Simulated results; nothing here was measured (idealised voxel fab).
The process module that follows is named voxel self aligned vias.
Each square cell in cross-section cut measures 5 nm, and the section as a whole is 145 nm wide.
Think of the cross-section as a grid of square cells. We describe it in bands, top to bottom, and each band covers one or more rows of those cells. Read a band's entry like this: the first values are the height of its top and the height of its bottom in nm, and what follows is the sequence of materials from left to right, each with its width in nm. Note that "air" is empty space, and that a single material marked "everywhere" reaches across the band from edge to edge. Counting heights begins at 0, where everything beneath is, in the wafer as received, one material. The lowest band has no bottom; it goes on downwards, as "0..down" shows. The width entry "30 to 40" should be interpreted row by row: the top row of cells in the band takes the first number, the bottom row takes the second number, and the change between adjacent rows is uniform throughout. Where a step carries "nothing changed", the cross-section came out of it unchanged, cell for cell. In the "Closed internal cavities" entry, you get each enclosed empty space of 8 cells or more, one with no open way to the top, written width x height at distance, distance from the left edge, in nm. Where a step's line continues beyond its settings, the continuation is a remark by the simulator itself on that step. The "overlay nm" setting may appear on a step's line; for a step that uses a mask, it gives how far to the right of its planned position the mask lay, and a negative value indicates the left.

THE FOLLOWING LIST GIVES THE PLANNED PROCESS STEPS
step 1: op RECEIVE | material Si
step 2: op CONFORMAL_DEP | material SiO2 | thk nm 10
step 3: op CONFORMAL_DEP | material SiCN | thk nm 5
step 4: op DIRECTIONAL_DEP | material SiO2 | thk nm 20
step 5: op MASKED_ETCH | tone open | mask id LINES | width nm 20 | pitch nm 45 | etch materials SiO2 | depth nm 20 | overlay nm 0
step 6: op CONFORMAL_DEP | material TiN | thk nm 5
step 7: op FILL_DEP | material W | thk nm 5
step 8: op CMP | height nm 35
step 9: op SELECTIVE_ETCH | etch materials W Ru TiN | depth nm 10
step 10: op FILL_DEP | material SiN | thk nm 10
step 11: op CMP | height nm 35
step 12: op DIRECTIONAL_DEP | material SiO2 | thk nm 15
step 13: op PATTERN | tone open | mask id VIAS | material resist | width nm 30 | thk nm 20 | overlay nm 0
step 14: op DIRECTIONAL_ETCH | etch materials SiO2 | depth nm 15
step 15: op DIRECTIONAL_ETCH | etch materials SiN | depth nm 10
step 16: op STRIP | etch materials resist
step 17: op CONFORMAL_DEP | material TiN | thk nm 5
step 18: op FILL_DEP | material W | thk nm 5
step 19: op CMP | height nm 50
step 20: op CONFORMAL_DEP | material SiCN | thk nm 5

BELOW: THE FIRST OF TWO WAFERS, RUN AS PLANNED

INCOMING WAFER, CROSS-SECTIONAL VIEW, POST STEP 1
0..down  Si everywhere
Closed internal cavities: none

CROSS-SECTIONAL REPRESENTATION OF THE WAFER AT THE CONCLUSION OF STEP 2
10..0  SiO2 everywhere
No changes below 0.

CROSS-SECTIONAL REPRESENTATION OF THE WAFER AT THE CONCLUSION OF STEP 3
15..10  SiCN everywhere
No changes below 10.

CROSS-SECTIONAL REPRESENTATION OF THE WAFER AT THE CONCLUSION OF STEP 4
35..15  SiO2 everywhere
No changes below 15.

CROSS-SECTIONAL REPRESENTATION OF THE WAFER AT THE CONCLUSION OF STEP 5
35..15  SiO2 (40); air (20); SiO2 (25); air (20); SiO2 (40)
No changes below 15.

CROSS-SECTIONAL REPRESENTATION OF THE WAFER AT THE CONCLUSION OF STEP 6
40..35  TiN (45); air (10); TiN (35); air (10); TiN (45)
35..20  SiO2 (40); TiN (5); air (10); TiN (5); SiO2 (25); TiN (5); air (10); TiN (5); SiO2 (40)
20..15  SiO2 (40); TiN (20); SiO2 (25); TiN (20); SiO2 (40)
No changes below 15.

CROSS-SECTIONAL REPRESENTATION OF THE WAFER AT THE CONCLUSION OF STEP 7
45..40  W everywhere
40..35  TiN (45); W (10); TiN (35); W (10); TiN (45)
35..20  SiO2 (40); TiN (5); W (10); TiN (5); SiO2 (25); TiN (5); W (10); TiN (5); SiO2 (40)
No changes below 20.

CROSS-SECTIONAL REPRESENTATION OF THE WAFER AT THE CONCLUSION OF STEP 8
35..20  SiO2 (40); TiN (5); W (10); TiN (5); SiO2 (25); TiN (5); W (10); TiN (5); SiO2 (40)
No changes below 20.

CROSS-SECTIONAL REPRESENTATION OF THE WAFER AT THE CONCLUSION OF STEP 9
35..25  SiO2 (40); air (20); SiO2 (25); air (20); SiO2 (40)
No changes below 25.

CROSS-SECTIONAL REPRESENTATION OF THE WAFER AT THE CONCLUSION OF STEP 10
45..35  SiN everywhere
35..25  SiO2 (40); SiN (20); SiO2 (25); SiN (20); SiO2 (40)
No changes below 25.

CROSS-SECTIONAL REPRESENTATION OF THE WAFER AT THE CONCLUSION OF STEP 11
35..25  SiO2 (40); SiN (20); SiO2 (25); SiN (20); SiO2 (40)
No changes below 25.

CROSS-SECTIONAL REPRESENTATION OF THE WAFER AT THE CONCLUSION OF STEP 12
50..35  SiO2 everywhere
No changes below 35.

CROSS-SECTIONAL REPRESENTATION OF THE WAFER AT THE CONCLUSION OF STEP 13
70..50  resist (35); air (30); resist (80)
No changes below 50.

CROSS-SECTIONAL REPRESENTATION OF THE WAFER AT THE CONCLUSION OF STEP 14
70..50  resist (35); air (30); resist (80)
50..35  SiO2 (35); air (30); SiO2 (80)
No changes below 35.

CROSS-SECTIONAL REPRESENTATION OF THE WAFER AT THE CONCLUSION OF STEP 15
70..50  resist (35); air (30); resist (80)
50..35  SiO2 (35); air (30); SiO2 (80)
35..25  SiO2 (40); air (20); SiO2 (25); SiN (20); SiO2 (40)
No changes below 25.

CROSS-SECTIONAL REPRESENTATION OF THE WAFER AT THE CONCLUSION OF STEP 16
50..35  SiO2 (35); air (30); SiO2 (80)
No changes below 35.

CROSS-SECTIONAL REPRESENTATION OF THE WAFER AT THE CONCLUSION OF STEP 17
55..50  TiN (40); air (20); TiN (85)
50..40  SiO2 (35); TiN (5); air (20); TiN (5); SiO2 (80)
40..35  SiO2 (35); TiN (10); air (10); TiN (10); SiO2 (80)
35..30  SiO2 (40); TiN (5); air (10); TiN (5); SiO2 (25); SiN (20); SiO2 (40)
30..25  SiO2 (40); TiN (20); SiO2 (25); SiN (20); SiO2 (40)
No changes below 25.

CROSS-SECTIONAL REPRESENTATION OF THE WAFER AT THE CONCLUSION OF STEP 18
60..55  W everywhere
55..50  TiN (40); W (20); TiN (85)
50..40  SiO2 (35); TiN (5); W (20); TiN (5); SiO2 (80)
40..35  SiO2 (35); TiN (10); W (10); TiN (10); SiO2 (80)
35..30  SiO2 (40); TiN (5); W (10); TiN (5); SiO2 (25); SiN (20); SiO2 (40)
No changes below 30.

CROSS-SECTIONAL REPRESENTATION OF THE WAFER AT THE CONCLUSION OF STEP 19
50..40  SiO2 (35); TiN (5); W (20); TiN (5); SiO2 (80)
No changes below 40.

CROSS-SECTIONAL REPRESENTATION OF THE WAFER AT THE CONCLUSION OF STEP 20
55..50  SiCN everywhere
No changes below 50.

THE SECOND WAFER: IDENTICAL TO THE FIRST AT THE OUTSET AND IN ITS PLANNED SEQUENCE, DIFFERING ONLY IN THAT ONE MISTAKE WAS MADE DURING PROCESSING; UP TO AND INCLUDING STEP 13, ITS PATH IS THE FIRST WAFER'S PATH

SECOND WAFER, CROSS-SECTION, PLANNED END OF STEP 14
70..50  resist (35); air (30); resist (80)
50..35  SiO2 (35); air (30); SiO2 (80)
35..25  SiO2 (35); air (5); SiN (20); air (5); SiO2 (20); SiN (20); SiO2 (40)
25..20  SiO2 (35); air (5); TiN (5); W (10); TiN (5); air (5); SiO2 (20); TiN (5); W (10); TiN (5); SiO2 (40)
No changes below 20.

SECOND WAFER, CROSS-SECTION, PLANNED END OF STEP 15
70..50  resist (35); air (30); resist (80)
50..35  SiO2 (35); air (30); SiO2 (80)
35..25  SiO2 (35); air (30); SiO2 (20); SiN (20); SiO2 (40)
No changes below 25.

SECOND WAFER, CROSS-SECTION, PLANNED END OF STEP 16
50..35  SiO2 (35); air (30); SiO2 (80)
No changes below 35.

SECOND WAFER, CROSS-SECTION, PLANNED END OF STEP 17
55..50  TiN (40); air (20); TiN (85)
50..35  SiO2 (35); TiN (5); air (20); TiN (5); SiO2 (80)
35..30  SiO2 (35); TiN (5); air (20); TiN (5); SiO2 (20); SiN (20); SiO2 (40)
30..25  SiO2 (35); TiN (30); SiO2 (20); SiN (20); SiO2 (40)
25..20  SiO2 (35); TiN (10); W (10); TiN (10); SiO2 (20); TiN (5); W (10); TiN (5); SiO2 (40)
No changes below 20.

SECOND WAFER, CROSS-SECTION, PLANNED END OF STEP 18
60..55  W everywhere
55..50  TiN (40); W (20); TiN (85)
50..35  SiO2 (35); TiN (5); W (20); TiN (5); SiO2 (80)
35..30  SiO2 (35); TiN (5); W (20); TiN (5); SiO2 (20); SiN (20); SiO2 (40)
No changes below 30.

SECOND WAFER, CROSS-SECTION, PLANNED END OF STEP 19
50..35  SiO2 (35); TiN (5); W (20); TiN (5); SiO2 (80)
No changes below 35.

SECOND WAFER, CROSS-SECTION, PLANNED END OF STEP 20
55..50  SiCN everywhere
No changes below 50.
what went wrong: in the plan, step 14 was performed twice
The closing comparison, in cells, has the second wafer with more or fewer of some materials than the first: SiO2 -6, TiN +2, W +4
